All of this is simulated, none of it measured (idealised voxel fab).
Process module name: voxel local oxidation
Cross-section cut: width 205 nm, square cells of 5 nm.
The cross-sections in this document take the form of a grid made of square cells. They are written out as bands, in order from top to bottom. Each band consists of one or more rows of cells. Band: top height; bottom height; in nm. Then, left to right: material with width in nm, for each material. "edge to edge": a single material spanning edge to edge. "empty": empty space. Height is counted from the level 0, under which the received wafer is composed throughout of one material. The lowest of the bands is not closed at the bottom but continues downward, in the notation "0 and below". When a width is written as two numbers, as in "30..40", the first number is the width in the top row of cells of the band and the second is the width in its bottom row, and the width changes by the same amount from each row to the next. "no change", as given for a step, is the statement that not any cell of the cross-section underwent a change during that step. The list in "Closed void inventory" covers empty spaces of 8 cells or more that cannot reach the top through any open way, and it gives each as width x height at distance; the distance is from the left edge, and width, height and distance are in nm. Where a step's line continues beyond its settings, the continuation is a remark by the simulator itself on that step. "overlay nm" denotes, for a step that has a mask, the displacement of the mask to the right of its planned place, with negative values corresponding to the left.
**The following list gives the planned process steps**
1. RECEIVE [material Si]
2. CONFORMAL_DEP [material SiO2] [thk nm 5]
3. CONFORMAL_DEP [material SiN] [thk nm 15]
4. DIRECTIONAL_DEP [material aC] [thk nm 10]
5. PATTERN [tone cover] [mask id ACTIVE] [material resist] [width nm 90] [thk nm 30] [overlay nm 0]
6. DIRECTIONAL_ETCH [etch materials aC] [depth nm 10]
7. STRIP [etch materials resist]
8. DIRECTIONAL_ETCH [etch materials SiN] [depth nm 15]
9. STRIP [etch materials aC]
10. SELECTIVE_ETCH [etch materials SiO2] [depth nm 5]
11. OXIDIZE [depth nm 15]
12. STRIP [etch materials SiN]
**first wafer, as planned**
**So this is the incoming wafer in cross-section - it's already been through step 1**
- 0 and below  Si edge to edge
- Closed void inventory: none
**You're looking at a cross-section of the wafer after step 2**
- 5 down to 0  SiO2 edge to edge
- At heights below 0, the structure remains unaltered.
**You're looking at a cross-section of the wafer after step 3**
- 20 down to 5  SiN edge to edge
- At heights below 5, the structure remains unaltered.
**You're looking at a cross-section of the wafer after step 4**
- 30 down to 20  aC edge to edge
- At heights below 20, the structure remains unaltered.
**You're looking at a cross-section of the wafer after step 5**
- 60 down to 30  empty 55 nm; resist 90 nm; empty 60 nm
- At heights below 30, the structure remains unaltered.
**You're looking at a cross-section of the wafer after step 6**
- 50 down to 30  empty 55 nm; resist 90 nm; empty 60 nm
- 30 down to 20  empty 55 nm; aC 90 nm; empty 60 nm
- At heights below 20, the structure remains unaltered.
**You're looking at a cross-section of the wafer after step 7**
- 30 down to 20  empty 55 nm; aC 90 nm; empty 60 nm
- At heights below 20, the structure remains unaltered.
**You're looking at a cross-section of the wafer after step 8**
- 30 down to 20  empty 55 nm; aC 90 nm; empty 60 nm
- 20 down to 5  empty 55 nm; SiN 90 nm; empty 60 nm
- At heights below 5, the structure remains unaltered.
**You're looking at a cross-section of the wafer after step 9**
- 20 down to 5  empty 55 nm; SiN 90 nm; empty 60 nm
- At heights below 5, the structure remains unaltered.
**You're looking at a cross-section of the wafer after step 10**
- 20 down to 5  empty 55 nm; SiN 90 nm; empty 60 nm
- 5 down to 0  empty 60 nm; SiO2 80 nm; empty 65 nm
- At heights below 0, the structure remains unaltered.
**You're looking at a cross-section of the wafer after step 11**
- 20 down to 5  empty 55 nm; SiN 90 nm; empty 60 nm
- 5 down to 0  empty 60 nm; SiO2 80 nm; empty 65 nm
- 0 down to -15  SiO2 75 nm; Si 50 nm; SiO2 80 nm
- At heights below -15, the structure remains unaltered.
**You're looking at a cross-section of the wafer after step 12**
- 5 down to 0  empty 60 nm; SiO2 80 nm; empty 65 nm
- At heights below 0, the structure remains unaltered.
**second wafer: like start, like plan, one mistake. Through step 1 it matches the first wafer**
Second wafer: cross-section at the scheduled end of step 2: no change
**Second wafer: cross-section at the scheduled end of step 3**
- 15 down to 0  SiN edge to edge
- At heights below 0, the structure remains unaltered.
**Second wafer: cross-section at the scheduled end of step 4**
- 25 down to 15  aC edge to edge
- At heights below 15, the structure remains unaltered.
**Second wafer: cross-section at the scheduled end of step 5**
- 55 down to 25  empty 55 nm; resist 90 nm; empty 60 nm
- At heights below 25, the structure remains unaltered.
**Second wafer: cross-section at the scheduled end of step 6**
- 45 down to 25  empty 55 nm; resist 90 nm; empty 60 nm
- 25 down to 15  empty 55 nm; aC 90 nm; empty 60 nm
- At heights below 15, the structure remains unaltered.
**Second wafer: cross-section at the scheduled end of step 7**
- 25 down to 15  empty 55 nm; aC 90 nm; empty 60 nm
- At heights below 15, the structure remains unaltered.
**Second wafer: cross-section at the scheduled end of step 8**
- 25 down to 15  empty 55 nm; aC 90 nm; empty 60 nm
- 15 down to 0  empty 55 nm; SiN 90 nm; empty 60 nm
- At heights below 0, the structure remains unaltered.
**Second wafer: cross-section at the scheduled end of step 9**
- 15 down to 0  empty 55 nm; SiN 90 nm; empty 60 nm
- At heights below 0, the structure remains unaltered.
Second wafer: cross-section at the scheduled end of step 10: no change
**Second wafer: cross-section at the scheduled end of step 11**
- 15 down to 0  empty 55 nm; SiN 90 nm; empty 60 nm
- 0 down to -15  SiO2 70 nm; Si 60 nm; SiO2 75 nm
- At heights below -15, the structure remains unaltered.
**Second wafer: cross-section at the scheduled end of step 12**
- 0 down to -15  SiO2 70 nm; Si 60 nm; SiO2 75 nm
- At heights below -15, the structure remains unaltered.
Diagnosis: step 2 of the plan got skipped, so it never ran
The closing comparison, in cells, has the second wafer with more or fewer of some materials than the first: +6 Si; -22 SiO2
